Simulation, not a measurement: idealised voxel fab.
You're looking at the process module voxel double patterning.
Cross-section cut: width 230 nm, square cells of 5 nm.
The cross-sections in this document take the form of a grid made of square cells. They are written out as bands, in order from top to bottom. Each band consists of one or more rows of cells. Top, bottom (nm), then materials left to right with widths (nm); lone material tagged "full width" fills the whole band edge to edge; "blank" = empty space. Below 0: as-received wafer, all one material; heights counted from there. Lowest band: no bottom, goes on down, written "0 nm and below". Top row gets the first number, bottom row gets the second, and each row in between changes by the same step: that is how a band width like "30 to 40" works. For the purposes of this document, the phrase "changes: none" attached to a step denotes that no cell within the cross-section was modified by that step. If an empty space has no open way to the top and is at least 8 cells in size, "Enclosed void entries" lists it, written width x height at distance, where distance is measured from the left edge and every value is in nm. What comes after the settings on a step's line is commentary from the simulator itself on that step. overlay nm: step with mask; distance mask lay right of planned place; negative value = left of planned place.

[These are the steps we planned for the process]
1) RECEIVE, material Si
2) CONFORMAL_DEP, material SiO2, thk nm 5
3) DIRECTIONAL_DEP, material TiN, thk nm 10
4) DIRECTIONAL_DEP, material SiN, thk nm 5
5) MASKED_ETCH, tone open, mask id FIRST, width nm 15, pitch nm 50, etch materials SiN, depth nm 5, overlay nm 0
6) MASKED_ETCH, tone open, mask id SECOND, width nm 15, etch materials SiN, depth nm 5, overlay nm 0
7) DIRECTIONAL_ETCH, etch materials TiN, depth nm 10
8) STRIP, etch materials SiN

[Wafer at receipt (post step 1), cross-section]
- 0 nm and below | Si full width
- Enclosed void entries: none

[Same starting wafer, same plan as above, one mistake in the execution; this is the cross-section at the end of the module]
- 15 nm to 10 nm | SiO2 full width
- 10 nm to 0 nm | TiN full width
- 0 nm and below | Si full width
- Enclosed void entries: none
What was done differently from what was planned? steps 2 and 3 of the plan were run in the wrong order, each in the other's place
